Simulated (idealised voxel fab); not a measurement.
process module | voxel capacitor over wiring
cross-section cut | 270 nm wide | cells 5 nm
A cross-section is a grid of square cells, given in bands from the top down. A band is one or more rows of cells.
Each band's line starts with the height of the band's top and of its bottom, in nm. Then come its materials from left to right, each with its width in nm. One material with "throughout" fills the band from edge to edge. "air" is empty space.
Height 0 is the level under which the wafer as received is all one material. The lowest band goes on downwards, as in "0 down".
A width such as "30 to 40" changes by the same amount from each row of cells to the next, from the band's top row to its bottom row.
"no change" after a step means that no cell of the cross-section changed.
closed voids: empty space of 8 cells or more with no open way to the top, each as width x height at its distance from the left edge, in nm
after a step's settings: what the simulator itself notes on the step
overlay nm, on a step with a mask: how far to the right of its planned place the mask lay; to the left if negative
plan
1 op RECEIVE | material Si
2 op CONFORMAL_DEP | material SiO2 | thk nm 10
3 op CONFORMAL_DEP | material SiN | thk nm 5
4 op DIRECTIONAL_DEP | material SiO2 | thk nm 20
5 op MASKED_ETCH | tone open | mask id METAL_1 | width nm 20 | pitch nm 85 | etch materials SiO2 | depth nm 20 | overlay nm 0
6 op MASKED_ETCH | tone open | mask id METAL_1 | width nm 20 | pitch nm 85 | etch materials SiN | depth nm 5 | overlay nm 0
7 op CONFORMAL_DEP | material TiN | thk nm 5
8 op FILL_DEP | material Cu | thk nm 10
9 op CMP | height nm 35
10 op CONFORMAL_DEP | material SiCN | thk nm 5
11 op DIRECTIONAL_DEP | material lowk | thk nm 20
12 op DIRECTIONAL_DEP | material aC | thk nm 15
13 op PATTERN | tone open | mask id PLUG_1 | material resist | width nm 15 | thk nm 35 | overlay nm 0
14 op DIRECTIONAL_ETCH | etch materials aC | depth nm 15
15 op STRIP | etch materials resist
16 op DIRECTIONAL_ETCH | etch materials lowk | depth nm 20
17 op DIRECTIONAL_ETCH | etch materials SiCN | depth nm 5
18 op STRIP | etch materials aC
19 op CONFORMAL_DEP | material TiN | thk nm 5
20 op FILL_DEP | material Ru | thk nm 5
21 op CMP | height nm 60
22 op DIRECTIONAL_DEP | material TiN | thk nm 10
23 op DIRECTIONAL_DEP | material HfO2 | thk nm 5
24 op DIRECTIONAL_DEP | material TiN | thk nm 5
25 op DIRECTIONAL_DEP | material aC | thk nm 10
26 op PATTERN | tone cover | mask id UPPER_PLATE | material resist | width nm 70 | thk nm 25 | overlay nm 0
27 op DIRECTIONAL_ETCH | etch materials aC | depth nm 10
28 op STRIP | etch materials resist
29 op DIRECTIONAL_ETCH | etch materials TiN | depth nm 5
30 op DIRECTIONAL_ETCH | etch materials HfO2 | depth nm 5
31 op STRIP | etch materials aC
32 op DIRECTIONAL_DEP | material aC | thk nm 15
33 op PATTERN | tone cover | mask id LOWER_PLATE | material resist | width nm 80 | thk nm 30 | overlay nm 0
34 op DIRECTIONAL_ETCH | etch materials aC | depth nm 15
35 op STRIP | etch materials resist
36 op DIRECTIONAL_ETCH | etch materials TiN | depth nm 10
37 op STRIP | etch materials aC
38 op FILL_DEP | material SiO2 | thk nm 20
39 op CMP | height nm 95
40 op PATTERN | tone open | mask id PLUG_2 | material resist | width nm 15 | thk nm 15 | overlay nm 0
41 op DIRECTIONAL_ETCH | etch materials SiO2 | depth nm 15
42 op STRIP | etch materials resist
43 op CONFORMAL_DEP | material TiN | thk nm 5
44 op FILL_DEP | material Cu | thk nm 10
45 op CMP | height nm 95
46 op CONFORMAL_DEP | material SiCN | thk nm 5
as received, after step 1
  0 down: Si throughout
  closed voids: none
a wafer at the end: this start, this plan, one mistake
  100 to 95: SiCN throughout
  95 to 85: SiO2 95 to 85 | TiN 15 to 70 | SiO2 160 to 115
  85 to 80: SiO2 85 | HfO2 70 | SiO2 115
  80 to 70: HfO2 throughout
  70 to 60: TiN throughout
  60 to 40: lowk 85 | TiN 5 | Ru 5 | TiN 5 | lowk 170
  40 to 35: SiCN 85 | TiN 15 | SiCN 170
  35 to 15: SiO2 80 | TiN 5 | Cu 10 | TiN 5 | SiO2 65 | TiN 5 | Cu 10 | TiN 5 | SiO2 85
  15 to 10: SiN 80 | TiN 20 | SiN 65 | TiN 20 | SiN 85
  10 to 0: SiO2 throughout
  0 down: Si throughout
  closed voids: none
what went wrong: step 23 ran as: op DIRECTIONAL_DEP | material HfO2 | thk nm 15
